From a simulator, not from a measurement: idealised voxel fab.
The following process module bears the name voxel capacitor over wiring.
Shown is cross-section cut, with a width of 270 nm and square cells of size 5 nm.
A cross-section is a grid of square cells, given in bands from the top down. A band is one or more rows of cells. The entry gives the band's vertical extent as a top height and a bottom height in nm, then its horizontal make-up as materials from left to right, each with a width in nm. "empty" stands for empty space; a single material marked "throughout" fills the band edge to edge. The reference from which all heights are counted is 0, the level beneath which the as-received wafer is entirely one material; the lowest band, having no lower bound, proceeds downward and is written after the example "0 down". The width entry "30->40" should be interpreted row by row: the top row of cells in the band takes the first number, the bottom row takes the second number, and the change between adjacent rows is uniform throughout. "nothing got changed" means the step left every cell of the cross-section as it was. "Non-vented voids": empty spaces of 8 cells or more with no open way to the top, each given as width x height at distance, distance from the left edge, all in nm. Heads up: the bit after the settings on a step's line is the simulator's remark on that step. The "overlay nm" setting may appear on a step's line; for a step that uses a mask, it gives how far to the right of its planned position the mask lay, and a negative value indicates the left.
THIS SECTION LISTS THE PROCESS STEPS THAT WERE PLANNED
- 1: RECEIVE with material Si
- 2: CONFORMAL_DEP with material SiO2, thk nm 15
- 3: CONFORMAL_DEP with material SiCN, thk nm 5
- 4: DIRECTIONAL_DEP with material SiO2, thk nm 15
- 5: DIRECTIONAL_DEP with material aC, thk nm 10
- 6: PATTERN with tone open, mask id METAL_1, material resist, width nm 25, pitch nm 90, thk nm 25, overlay nm 0
- 7: DIRECTIONAL_ETCH with etch materials aC, depth nm 10
- 8: STRIP with etch materials resist
- 9: DIRECTIONAL_ETCH with etch materials SiO2, depth nm 15
- 10: DIRECTIONAL_ETCH with etch materials SiCN, depth nm 5
- 11: STRIP with etch materials aC
- 12: CONFORMAL_DEP with material TiN, thk nm 5
- 13: FILL_DEP with material Ru, thk nm 5
- 14: CMP with height nm 35
- 15: CONFORMAL_DEP with material SiCN, thk nm 5
- 16: DIRECTIONAL_DEP with material SiO2, thk nm 20
- 17: MASKED_ETCH with tone open, mask id PLUG_1, width nm 15, etch materials SiO2, depth nm 20, overlay nm 0
- 18: MASKED_ETCH with tone open, mask id PLUG_1, width nm 15, etch materials SiCN, depth nm 5, overlay nm 0
- 19: CONFORMAL_DEP with material TiN, thk nm 5
- 20: FILL_DEP with material Cu, thk nm 5
- 21: CMP with height nm 60
- 22: DIRECTIONAL_DEP with material TiN, thk nm 10
- 23: DIRECTIONAL_DEP with material HfO2, thk nm 5
- 24: DIRECTIONAL_DEP with material TiN, thk nm 5
- 25: DIRECTIONAL_DEP with material aC, thk nm 10
- 26: PATTERN with tone cover, mask id UPPER_PLATE, material resist, width nm 70, thk nm 25, overlay nm 0
- 27: DIRECTIONAL_ETCH with etch materials aC, depth nm 10
- 28: STRIP with etch materials resist
- 29: DIRECTIONAL_ETCH with etch materials TiN, depth nm 5
- 30: DIRECTIONAL_ETCH with etch materials HfO2, depth nm 5
- 31: STRIP with etch materials aC
- 32: DIRECTIONAL_DEP with material aC, thk nm 15
- 33: PATTERN with tone cover, mask id LOWER_PLATE, material resist, width nm 80, thk nm 30, overlay nm 0
- 34: DIRECTIONAL_ETCH with etch materials aC, depth nm 15
- 35: STRIP with etch materials resist
- 36: DIRECTIONAL_ETCH with etch materials TiN, depth nm 10
- 37: STRIP with etch materials aC
- 38: FILL_DEP with material SiO2, thk nm 20
- 39: CMP with height nm 95
- 40: MASKED_ETCH with tone open, mask id PLUG_2, width nm 15, etch materials SiO2, depth nm 15, overlay nm 0
- 41: CONFORMAL_DEP with material TiN, thk nm 5
- 42: FILL_DEP with material W, thk nm 5
- 43: CMP with height nm 95
- 44: CONFORMAL_DEP with material SiCN, thk nm 5
STEP 1 COMPLETE: CROSS-SECTION OF THE WAFER AS RECEIVED
  0 down  Si throughout
  Non-vented voids: none
FIRST OF TWO WAFERS, END-OF-MODULE SECTION, RUN FOLLOWED PLAN
  100 to 95  SiCN throughout
  95 to 85  95 of SiO2 / 5 of TiN / 5 of W / 5 of TiN / 160 of SiO2
  85 to 75  95->85 of SiO2 / 15->70 of TiN / 160->115 of SiO2
  75 to 70  85 of SiO2 / 70 of HfO2 / 115 of SiO2
  70 to 60  80 of SiO2 / 80 of TiN / 110 of SiO2
  60 to 40  85 of SiO2 / 5 of TiN / 5 of Cu / 5 of TiN / 170 of SiO2
  40 to 35  85 of SiCN / 15 of TiN / 170 of SiCN
  35 to 20  75 of SiO2 / 5 of TiN / 15 of Ru / 5 of TiN / 65 of SiO2 / 5 of TiN / 15 of Ru / 5 of TiN / 80 of SiO2
  20 to 15  75 of SiCN / 25 of TiN / 65 of SiCN / 25 of TiN / 80 of SiCN
  15 to 0  SiO2 throughout
  0 down  Si throughout
  Non-vented voids: none
MODULE END: CROSS-SECTION OF WAFER TWO OF TWO. SAME START AND PROCESS PLAN AS THE FIRST WAFER. ONE MISTAKE DURING EXECUTION
  100 to 95  Ru throughout
  95 to 85  95 of SiO2 / 5 of TiN / 5 of W / 5 of TiN / 160 of SiO2
  85 to 75  95->85 of SiO2 / 15->70 of TiN / 160->115 of SiO2
  75 to 70  85 of SiO2 / 70 of HfO2 / 115 of SiO2
  70 to 60  80 of SiO2 / 80 of TiN / 110 of SiO2
  60 to 40  85 of SiO2 / 5 of TiN / 5 of Cu / 5 of TiN / 170 of SiO2
  40 to 35  85 of SiCN / 15 of TiN / 170 of SiCN
  35 to 20  75 of SiO2 / 5 of TiN / 15 of Ru / 5 of TiN / 65 of SiO2 / 5 of TiN / 15 of Ru / 5 of TiN / 80 of SiO2
  20 to 15  75 of SiCN / 25 of TiN / 65 of SiCN / 25 of TiN / 80 of SiCN
  15 to 0  SiO2 throughout
  0 down  Si throughout
  Non-vented voids: none
The mistake made against the process plan was this: rather than as planned, step 44 actually ran as CONFORMAL_DEP with material Ru, thk nm 5
Final comparison by cell count, materials where the second wafer has more or fewer than the first: Ru: 54 more; SiCN: 54 fewer
